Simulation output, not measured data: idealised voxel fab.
Name of the process module below: voxel capacitor over wiring
Square cells of 5 nm make up the cross-section cut, whose width is 220 nm.
Cross-sections here: square-cell grids, written as top-down lists of bands, a band being one or more rows of cells.
Band: top and bottom heights (nm) first, top before bottom; then materials from left to right, widths in nm. "all across" marks a sole material filling the band edge to edge. "blank" denotes empty space.
It should be noted that heights are counted from 0, beneath which the wafer as supplied is of one material throughout, and that the lowest band possesses no lower boundary but continues downward, as written in "0 -> down".
Graded width ("30 to 40"): value in top row of band = first number; value in bottom row = second number; row-to-row change constant.
Step marked "no modification"? Then no cell in the cross-section changed in it.
"Voids lacking openings" means: voids of 8 cells or more that are shut off from the top with no open way through. Written width x height at distance, distance from the left edge, in nm.
Text after the settings on a step's line: the simulator's own remark on that step.
overlay nm: step with mask; distance mask lay right of planned place; negative value = left of planned place.
### Steps in the process plan
1 RECEIVE, material Si
2 CONFORMAL_DEP, material SiO2, thk nm 15
3 DIRECTIONAL_DEP, material TiN, thk nm 5
4 DIRECTIONAL_DEP, material W, thk nm 15
5 DIRECTIONAL_DEP, material aC, thk nm 15
6 PATTERN, tone cover, mask id METAL_1, material resist, width nm 30, pitch nm 90, thk nm 30, overlay nm 0
7 DIRECTIONAL_ETCH, etch materials aC, depth nm 15
8 STRIP, etch materials resist
9 DIRECTIONAL_ETCH, etch materials W, depth nm 15
10 DIRECTIONAL_ETCH, etch materials TiN, depth nm 5
11 STRIP, etch materials aC
12 CONFORMAL_DEP, material SiN, thk nm 5
13 FILL_DEP, material SiO2, thk nm 5
14 CMP, height nm 35
15 CONFORMAL_DEP, material SiCN, thk nm 5
16 DIRECTIONAL_DEP, material SiO2, thk nm 15
17 PATTERN, tone open, mask id PLUG_1, material resist, width nm 15, thk nm 15, overlay nm 0
18 DIRECTIONAL_ETCH, etch materials SiO2, depth nm 15
19 DIRECTIONAL_ETCH, etch materials SiCN, depth nm 5
20 STRIP, etch materials resist
21 CONFORMAL_DEP, material TiN, thk nm 5
22 FILL_DEP, material Cu, thk nm 10
23 CMP, height nm 55
24 DIRECTIONAL_DEP, material TiN, thk nm 10
25 DIRECTIONAL_DEP, material Al2O3, thk nm 5
26 DIRECTIONAL_DEP, material TiN, thk nm 5
27 PATTERN, tone cover, mask id UPPER_PLATE, material resist, width nm 65, thk nm 15, overlay nm 0
28 DIRECTIONAL_ETCH, etch materials TiN, depth nm 5
29 DIRECTIONAL_ETCH, etch materials Al2O3, depth nm 5
30 STRIP, etch materials resist
31 DIRECTIONAL_DEP, material aC, thk nm 10
32 PATTERN, tone cover, mask id LOWER_PLATE, material resist, width nm 75, thk nm 25, overlay nm 0
33 DIRECTIONAL_ETCH, etch materials aC, depth nm 10
34 STRIP, etch materials resist
35 DIRECTIONAL_ETCH, etch materials TiN, depth nm 10
36 STRIP, etch materials aC
37 FILL_DEP, material SiO2, thk nm 20
38 CMP, height nm 90
39 MASKED_ETCH, tone open, mask id PLUG_2, width nm 15, etch materials SiO2, depth nm 15, overlay nm 0
40 CONFORMAL_DEP, material TiN, thk nm 5
41 FILL_DEP, material W, thk nm 5
42 CMP, height nm 90
43 CONFORMAL_DEP, material SiCN, thk nm 5
### Wafer cross-section on receipt, i.e. after step 1
	0 -> down: Si all across
	Voids lacking openings: none
### a wafer at the end: this start, this plan, one mistake
	95 -> 90: SiCN all across
	90 -> 80: SiO2: 75 | TiN: 5 | W: 5 | TiN: 5 | SiO2: 130
	80 -> 70: SiO2: 75 to 65 | TiN: 15 to 65 | SiO2: 130 to 90
	70 -> 65: SiO2: 65 | Al2O3: 65 | SiO2: 90
	65 -> 55: SiO2: 60 | TiN: 75 | SiO2: 85
	55 -> 50: SiCN: 65 | TiN: 15 | SiCN: 140
	50 -> 35: SiO2 all across
	35 -> 20: SiO2: 45 | SiN: 5 | W: 30 | SiN: 5 | SiO2: 50 | SiN: 5 | W: 30 | SiN: 5 | SiO2: 45
	20 -> 15: SiN: 50 | TiN: 30 | SiN: 60 | TiN: 30 | SiN: 50
	15 -> 0: SiO2 all across
	0 -> down: Si all across
	Voids lacking openings: none
Error vs. plan: plan steps 15 and 16 run swapped
